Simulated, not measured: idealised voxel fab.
Herein follows the process module entitled voxel transistor to metal.
Pictured: cross-section cut, 170 nm wide, on a grid of 5 nm square cells.
We lay out every cross-section as a grid of square cells and spell it out in bands from the top down, where one band means one or more rows of cells. The entry gives the band's vertical extent as a top height and a bottom height in nm, then its horizontal make-up as materials from left to right, each with a width in nm. "blank" stands for empty space; a single material marked "all across" fills the band edge to edge. Measure heights from 0. That's the level where, below it, the as-received wafer is all one material. The lowest band is bottomless and extends downward; write it as in "from 0 down". Per-row width for "30->40": begins at first number (top row of band), ends at second number (bottom row), increment between rows held constant. Basically "nothing different" means that step didn't change any cell in the cross-section. Enclosed voids (no open way to top), threshold 8 cells or more, entry "Closed void roster", notation width x height at distance, distance from left edge, nm. It should be noted that, on the line of a given step, the content following the step's settings is a remark produced by the simulator itself with respect to that step. "overlay nm" denotes, for a step that has a mask, the displacement of the mask to the right of its planned place, with negative values corresponding to the left.

Here's what the planned process steps look like
step 1: RECEIVE: material Si
step 2: OXIDIZE: depth nm 5
step 3: CONFORMAL_DEP: material SiN, thk nm 15
step 4: PATTERN: tone cover, mask id ACTIVE, material resist, width nm 100, thk nm 15, overlay nm 0
step 5: DIRECTIONAL_ETCH: etch materials SiN, depth nm 15
step 6: DIRECTIONAL_ETCH: etch materials SiO2, depth nm 5
step 7: DIRECTIONAL_ETCH: etch materials Si, depth nm 25
step 8: STRIP: etch materials resist
step 9: OXIDIZE: depth nm 5
step 10: FILL_DEP: material SiO2, thk nm 5
step 11: CMP: height nm 15
step 12: SELECTIVE_ETCH: etch materials SiO2, depth nm 5
step 13: STRIP: etch materials SiN
step 14: SELECTIVE_ETCH: etch materials SiO2, depth nm 5
step 15: OXIDIZE: depth nm 5
step 16: DIRECTIONAL_DEP: material polySi, thk nm 30
step 17: DIRECTIONAL_DEP: material SiCN, thk nm 10
step 18: PATTERN: tone cover, mask id GATE, material resist, width nm 20, thk nm 15, overlay nm 0
step 19: DIRECTIONAL_ETCH: etch materials SiCN, depth nm 20
step 20: DIRECTIONAL_ETCH: etch materials polySi, depth nm 40
step 21: STRIP: etch materials resist
step 22: CONFORMAL_DEP: material SiO2, thk nm 5
step 23: DIRECTIONAL_ETCH: etch materials SiO2, depth nm 5
step 24: CONFORMAL_DEP: material SiN, thk nm 5
step 25: DIRECTIONAL_ETCH: etch materials SiN, depth nm 5
step 26: DIRECTIONAL_ETCH: etch materials SiO2, depth nm 5
step 27: DIRECTIONAL_ETCH: etch materials Si, depth nm 5
step 28: EPI: material pSi, thk nm 5
step 29: FILL_DEP: material SiO2, thk nm 10
step 30: CMP: height nm 35
step 31: DIRECTIONAL_DEP: material SiO2, thk nm 15
step 32: MASKED_ETCH: tone open, mask id CONTACT, width nm 30, pitch nm 60, etch materials SiO2, depth nm 60, overlay nm 0
step 33: CONFORMAL_DEP: material TiN, thk nm 5
step 34: FILL_DEP: material W, thk nm 5
step 35: CMP: height nm 50
step 36: CONFORMAL_DEP: material SiN, thk nm 5
step 37: DIRECTIONAL_DEP: material SiO2, thk nm 15
step 38: DIRECTIONAL_DEP: material aC, thk nm 15
step 39: PATTERN: tone open, mask id METAL_1, material resist, width nm 20, pitch nm 70, thk nm 30, overlay nm 0
step 40: DIRECTIONAL_ETCH: etch materials aC, depth nm 15
step 41: STRIP: etch materials resist
step 42: DIRECTIONAL_ETCH: etch materials SiO2, depth nm 15
step 43: DIRECTIONAL_ETCH: etch materials SiN, depth nm 5
step 44: STRIP: etch materials aC
step 45: CONFORMAL_DEP: material TiN, thk nm 5
step 46: FILL_DEP: material Cu, thk nm 5
step 47: CMP: height nm 70
step 48: CONFORMAL_DEP: material SiN, thk nm 5

Shown in cross-section is the wafer as received, that is, as it stands after step 1
  from 0 down: Si all across
  Closed void roster: none

End-of-module cross-section of the first of two wafers, processed as planned
  from 75 to 70: SiN all across
  from 70 to 55: SiO2=40  TiN=5  Cu=10  TiN=5  SiO2=50  TiN=5  Cu=10  TiN=5  SiO2=40
  from 55 to 50: SiN=40  TiN=20  SiN=50  TiN=20  SiN=40
  from 50 to 40: SiO2=40  TiN=5  W=20  TiN=5  SiO2=30  TiN=5  W=20  TiN=5  SiO2=40
  from 40 to 35: SiO2=40  TiN=5  W=15  TiN=10  SiO2=30  TiN=10  W=15  TiN=5  SiO2=40
  from 35 to 25: SiO2=40  TiN=5  W=15  TiN=5  SiN=5  SiO2=5  SiCN=20  SiO2=5  SiN=5  TiN=5  W=15  TiN=5  SiO2=40
  from 25 to 5: SiO2=40  TiN=5  W=15  TiN=5  SiN=5  SiO2=5  polySi=20  SiO2=5  SiN=5  TiN=5  W=15  TiN=5  SiO2=40
  from 5 to -5: SiO2=35  SiN=5  TiN=5  W=15->10  TiN=5->10  SiN=5  SiO2=5  polySi=20  SiO2=5  SiN=5  TiN=5->10  W=15->10  TiN=5  SiN=5  SiO2=35
  from -5 to -10: SiO2=40  TiN=20  pSi=5  SiO2=40  pSi=5  TiN=20  SiO2=40
  from -10 to -15: SiO2=40  pSi=25  Si=40  pSi=25  SiO2=40
  from -15 to -35: SiO2=40  Si=90  SiO2=40
  from -35 down: Si all across
  Closed void roster: none

Cross-section, second wafer: same start as the first, same plan as the first, one mistake in running it; taken at the end of the module
  from 75 to 70: polySi all across
  from 70 to 55: SiO2=40  TiN=5  Cu=10  TiN=5  SiO2=50  TiN=5  Cu=10  TiN=5  SiO2=40
  from 55 to 50: SiN=40  TiN=20  SiN=50  TiN=20  SiN=40
  from 50 to 40: SiO2=40  TiN=5  W=20  TiN=5  SiO2=30  TiN=5  W=20  TiN=5  SiO2=40
  from 40 to 35: SiO2=40  TiN=5  W=15  TiN=10  SiO2=30  TiN=10  W=15  TiN=5  SiO2=40
  from 35 to 25: SiO2=40  TiN=5  W=15  TiN=5  SiN=5  SiO2=5  SiCN=20  SiO2=5  SiN=5  TiN=5  W=15  TiN=5  SiO2=40
  from 25 to 5: SiO2=40  TiN=5  W=15  TiN=5  SiN=5  SiO2=5  polySi=20  SiO2=5  SiN=5  TiN=5  W=15  TiN=5  SiO2=40
  from 5 to -5: SiO2=35  SiN=5  TiN=5  W=15->10  TiN=5->10  SiN=5  SiO2=5  polySi=20  SiO2=5  SiN=5  TiN=5->10  W=15->10  TiN=5  SiN=5  SiO2=35
  from -5 to -10: SiO2=40  TiN=20  pSi=5  SiO2=40  pSi=5  TiN=20  SiO2=40
  from -10 to -15: SiO2=40  pSi=25  Si=40  pSi=25  SiO2=40
  from -15 to -35: SiO2=40  Si=90  SiO2=40
  from -35 down: Si all across
  Closed void roster: none
Nonconformance to the process plan: it should be noted that step 48 was executed with settings other than those planned, the operation and settings actually applied being CONFORMAL_DEP: material polySi, thk nm 5
Per the end-of-run cell counts, the second wafer holds more or fewer of some materials than the first: SiN: 34 fewer | polySi: 34 more
